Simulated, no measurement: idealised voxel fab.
process module | voxel wiring stack
250 nm wide, 5 nm square cells: that's cross-section cut.
Throughout this document, each cross-section is represented as a grid of square cells and is presented as a sequence of bands enumerated from the top downward, where a band comprises one or more rows of cells.
Top, bottom (nm), then materials left to right with widths (nm); lone material tagged "everywhere" fills the whole band edge to edge; "empty" = empty space.
Height is counted from the level 0, under which the received wafer is composed throughout of one material. The lowest of the bands is not closed at the bottom but continues downward, in the notation "0 -> down".
Think of "30..40" as a width that walks from the first number to the second as you go down the band, top row to bottom row, taking equal-sized steps from row to row.
"identical to before" means the step left every cell of the cross-section as it was.
Empty spaces without an open route to the top, at least 8 cells in extent, make up the entry "Voids, fully enclosed"; each is given as width x height at distance, where the distance is measured from the left edge, and all are in nm.
That trailing text on a step's line, after the settings, is the simulator's own remark on the step.
If you see "overlay nm" on a step's line and that step has a mask, it's telling you how far right of where it was planned the mask ended up; a negative number means it went left instead.

The planned process steps are enumerated hereunder
- 1: RECEIVE with material Si
- 2: CONFORMAL_DEP with material SiO2, thk nm 10
- 3: CONFORMAL_DEP with material SiN, thk nm 5
- 4: DIRECTIONAL_DEP with material SiO2, thk nm 15
- 5: MASKED_ETCH with tone open, mask id METAL_1, width nm 25, pitch nm 50, etch materials SiO2, depth nm 15, overlay nm 0
- 6: MASKED_ETCH with tone open, mask id METAL_1, width nm 25, pitch nm 50, etch materials SiN, depth nm 5, overlay nm 0
- 7: CONFORMAL_DEP with material TiN, thk nm 5
- 8: FILL_DEP with material Cu, thk nm 10
- 9: CMP with height nm 30
- 10: EPI with material Ru, thk nm 5
- 11: FILL_DEP with material SiCN, thk nm 5
- 12: DIRECTIONAL_DEP with material lowk, thk nm 15
- 13: MASKED_ETCH with tone open, mask id PLUG_1, width nm 15, pitch nm 50, etch materials lowk, depth nm 15, overlay nm 0
- 14: MASKED_ETCH with tone open, mask id PLUG_1, width nm 15, pitch nm 50, etch materials SiCN, depth nm 5, overlay nm 0
- 15: EPI with material Ru, thk nm 10
- 16: EPI with material Ru, thk nm 10
- 17: CONFORMAL_DEP with material SiN, thk nm 5
- 18: DIRECTIONAL_DEP with material SiO2, thk nm 25
- 19: PATTERN with tone open, mask id METAL_2, material resist, width nm 25, pitch nm 50, thk nm 20, overlay nm 0
- 20: DIRECTIONAL_ETCH with etch materials SiO2, depth nm 25
- 21: DIRECTIONAL_ETCH with etch materials SiN, depth nm 5
- 22: STRIP with etch materials resist
- 23: CONFORMAL_DEP with material TiN, thk nm 5
- 24: FILL_DEP with material Cu, thk nm 5
- 25: CMP with height nm 85
- 26: CONFORMAL_DEP with material SiN, thk nm 5

As received (post step 1): cross-section
    0 -> down | Si everywhere
    Voids, fully enclosed: none

Looking at the first of two wafers in cross-section at end of module - ran to plan
    90 -> 85 | SiN everywhere
    85 -> 60 | SiO2 85 nm  TiN 5 nm  Cu 15 nm  TiN 5 nm  SiO2 25 nm  TiN 5 nm  Cu 15 nm  TiN 5 nm  SiO2 90 nm
    60 -> 55 | SiN 85 nm  TiN 25 nm  SiN 25 nm  TiN 25 nm  SiN 90 nm
    55 -> 40 | lowk 85 nm  Ru 15 nm  lowk 35 nm  Ru 15 nm  lowk 100 nm
    40 -> 30 | SiCN 85..80 nm  Ru 15..35 nm  SiCN 35..15 nm  Ru 15..35 nm  SiCN 100..85 nm
    30 -> 15 | SiO2 85 nm  TiN 5 nm  Cu 15 nm  TiN 5 nm  SiO2 25 nm  TiN 5 nm  Cu 15 nm  TiN 5 nm  SiO2 90 nm
    15 -> 10 | SiN 85 nm  TiN 25 nm  SiN 25 nm  TiN 25 nm  SiN 90 nm
    10 -> 0 | SiO2 everywhere
    0 -> down | Si everywhere
    Voids, fully enclosed: none

Wafer two, sectioned after the module: the first wafer's start, the first wafer's plan, and one mistake in how it was run
    90 -> 85 | SiN everywhere
    85 -> 80 | TiN 90 nm  Cu 15 nm  TiN 35 nm  Cu 15 nm  TiN 95 nm
    80 -> 55 | SiO2 85 nm  TiN 5 nm  Cu 15 nm  TiN 5 nm  SiO2 25 nm  TiN 5 nm  Cu 15 nm  TiN 5 nm  SiO2 90 nm
    55 -> 50 | SiN 85 nm  TiN 25 nm  SiN 25 nm  TiN 25 nm  SiN 90 nm
    50 -> 35 | lowk 85 nm  SiN 5 nm  TiN 5 nm  SiN 5 nm  lowk 35 nm  SiN 5 nm  TiN 5 nm  SiN 5 nm  lowk 100 nm
    35 -> 30 | SiCN 85 nm  SiN 5 nm  TiN 5 nm  SiN 5 nm  SiCN 35 nm  SiN 5 nm  TiN 5 nm  SiN 5 nm  SiCN 100 nm
    30 -> 15 | lowk everywhere
    15 -> 10 | SiN everywhere
    10 -> 0 | SiO2 everywhere
    0 -> down | Si everywhere
    Voids, fully enclosed: none
It is concluded that the wafer was processed incorrectly with respect to the plan, in that step 4 was run on a setting that differed from the plan, and what really ran there is DIRECTIONAL_DEP with material lowk, thk nm 15
Once processing is complete, comparing cell counts shows that the second wafer has more or fewer of certain materials than the first: 12 fewer of Cu | 38 fewer of Ru | 36 fewer of SiCN | 26 more of SiN | 120 fewer of SiO2 | 30 more of TiN | 150 more of lowk
